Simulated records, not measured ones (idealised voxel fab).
Title: Process Module voxel transistor to metal
Shown is cross-section cut, with a width of 175 nm and square cells of size 5 nm.
A cross-section in this document is a grid of square cells, and it is written down as bands, the top band listed before the ones below it; a band is made up of one or more rows of cells. What a band's entry tells you: where the top is and where the bottom is, as heights in nm, and after that what lies inside, material by material from left to right, each with its width in nm. Empty space is written as the word "air", and a single material marked with the word "full width" occupies the band from edge to edge. Heights from 0 (as-received wafer is one material below). Bottom band endless downward, as "from 0 down". Width spec "30->40" -> top row of cells at first value, bottom row at second value, equal per-row change in between. Step note "remained the same" = no cross-section cell changed. "Cavities, sealed" specifies each empty space that is not open to the top and that occupies no fewer than 8 cells, using the form width x height at distance, the distance measured from the left edge and all three quantities in nm. Past the settings on a step's line: simulator remark, on that step. Each step line may optionally specify "overlay nm", which for a step with a mask gives the rightward distance between the mask's planned place and where it lay, a negative value indicating the leftward direction.

Steps planned for the process:
| 1 | RECEIVE [material Si] |
| 2 | OXIDIZE [depth nm 5] |
| 3 | CONFORMAL_DEP [material SiN] [thk nm 15] |
| 4 | MASKED_ETCH [tone cover] [mask id ACTIVE] [width nm 125] [etch materials SiN] [depth nm 15] [overlay nm 0] |
| 5 | MASKED_ETCH [tone cover] [mask id ACTIVE] [width nm 135] [etch materials SiO2] [depth nm 5] [overlay nm 0] |
| 6 | MASKED_ETCH [tone cover] [mask id ACTIVE] [width nm 135] [etch materials Si] [depth nm 30] [overlay nm 0] |
| 7 | FILL_DEP [material SiO2] [thk nm 10] |
| 8 | CMP [height nm 15] |
| 9 | SELECTIVE_ETCH [etch materials SiO2] [depth nm 5] |
| 10 | STRIP [etch materials SiN] |
| 11 | SELECTIVE_ETCH [etch materials SiO2] [depth nm 5] |
| 12 | OXIDIZE [depth nm 5] |
| 13 | DIRECTIONAL_DEP [material polySi] [thk nm 25] |
| 14 | DIRECTIONAL_DEP [material SiCN] [thk nm 15] |
| 15 | PATTERN [tone cover] [mask id GATE] [material resist] [width nm 35] [thk nm 20] [overlay nm 0] |
| 16 | DIRECTIONAL_ETCH [etch materials SiCN] [depth nm 25] |
| 17 | DIRECTIONAL_ETCH [etch materials polySi] [depth nm 35] |
| 18 | STRIP [etch materials resist] |
| 19 | CONFORMAL_DEP [material SiO2] [thk nm 5] |
| 20 | DIRECTIONAL_ETCH [etch materials SiO2] [depth nm 5] |
| 21 | CONFORMAL_DEP [material SiN] [thk nm 5] |
| 22 | DIRECTIONAL_ETCH [etch materials SiN] [depth nm 5] |
| 23 | DIRECTIONAL_ETCH [etch materials SiO2] [depth nm 5] |
| 24 | DIRECTIONAL_ETCH [etch materials Si] [depth nm 5] |
| 25 | EPI [material SiGe] [thk nm 10] |
| 26 | FILL_DEP [material SiO2] [thk nm 10] |
| 27 | CMP [height nm 20] |
| 28 | STRIP [etch materials polySi] |
| 29 | SELECTIVE_ETCH [etch materials SiO2] [depth nm 5] |
| 30 | CONFORMAL_DEP [material HfO2] [thk nm 5] |
| 31 | CONFORMAL_DEP [material TiN] [thk nm 5] |
| 32 | FILL_DEP [material W] [thk nm 5] |
| 33 | CMP [height nm 15] |
| 34 | DIRECTIONAL_DEP [material SiO2] [thk nm 10] |
| 35 | MASKED_ETCH [tone open] [mask id CONTACT] [width nm 20] [pitch nm 95] [etch materials SiO2] [depth nm 30] [overlay nm 0] |
| 36 | CONFORMAL_DEP [material TiN] [thk nm 5] |
| 37 | FILL_DEP [material Ru] [thk nm 10] |
| 38 | CMP [height nm 25] |
| 39 | DIRECTIONAL_DEP [material TiN] [thk nm 5] |
| 40 | DIRECTIONAL_DEP [material Ru] [thk nm 20] |
| 41 | DIRECTIONAL_DEP [material aC] [thk nm 10] |
| 42 | PATTERN [tone cover] [mask id METAL_1] [material resist] [width nm 20] [pitch nm 95] [thk nm 30] [overlay nm 0] |
| 43 | DIRECTIONAL_ETCH [etch materials aC] [depth nm 10] |
| 44 | STRIP [etch materials resist] |
| 45 | DIRECTIONAL_ETCH [etch materials Ru] [depth nm 20] |
| 46 | DIRECTIONAL_ETCH [etch materials TiN] [depth nm 5] |
| 47 | STRIP [etch materials aC] |
| 48 | FILL_DEP [material SiO2] [thk nm 5] |
| 49 | CMP [height nm 50] |
| 50 | CONFORMAL_DEP [material SiCN] [thk nm 5] |
| 51 | DIRECTIONAL_DEP [material lowk] [thk nm 30] |
| 52 | MASKED_ETCH [tone open] [mask id METAL_2] [width nm 20] [pitch nm 95] [etch materials lowk] [depth nm 20] [overlay nm 0] |
| 53 | PATTERN [tone open] [mask id METAL_2_HOLES] [material resist] [width nm 15] [pitch nm 95] [thk nm 15] [overlay nm 0] |
| 54 | DIRECTIONAL_ETCH [etch materials lowk] [depth nm 10] |
| 55 | DIRECTIONAL_ETCH [etch materials SiCN] [depth nm 5] |
| 56 | STRIP [etch materials resist] |
| 57 | CONFORMAL_DEP [material TiN] [thk nm 5] |
| 58 | FILL_DEP [material Cu] [thk nm 5] |
| 59 | CMP [height nm 85] |
| 60 | CONFORMAL_DEP [material SiN] [thk nm 5] |
It is noted that the wafers described herein are identical at the outset and are distinguished by the width nm of step 4; the value stated in the plan corresponds to the first wafer.

The first of several wafers, as received after step 1, seen in section:
from 0 down: Si full width
Cavities, sealed: none

Per wafer, end of module: cells gained (+) or lost (-) per material since receipt, then closed voids:
width nm 125 | +18 Cu | +17 HfO2 | +48 Ru | -122 Si | +29 SiCN | +32 SiGe | +47 SiN | +299 SiO2 | +81 TiN | +15 W | +166 lowk | Cavities, sealed: none
width nm 130 | +18 Cu | +17 HfO2 | +49 Ru | -123 Si | +29 SiCN | +34 SiGe | +47 SiN | +297 SiO2 | +81 TiN | +15 W | +166 lowk | Cavities, sealed: none
width nm 135 | +18 Cu | +17 HfO2 | +50 Ru | -124 Si | +29 SiCN | +36 SiGe | +47 SiN | +295 SiO2 | +81 TiN | +15 W | +166 lowk | Cavities, sealed: none
width nm 140 | +18 Cu | +17 HfO2 | +51 Ru | -120 Si | +29 SiCN | +38 SiGe | +47 SiN | +288 SiO2 | +81 TiN | +15 W | +166 lowk | Cavities, sealed: none
width nm 145 | +18 Cu | +17 HfO2 | +52 Ru | -116 Si | +29 SiCN | +40 SiGe | +47 SiN | +281 SiO2 | +81 TiN | +15 W | +166 lowk | Cavities, sealed: none
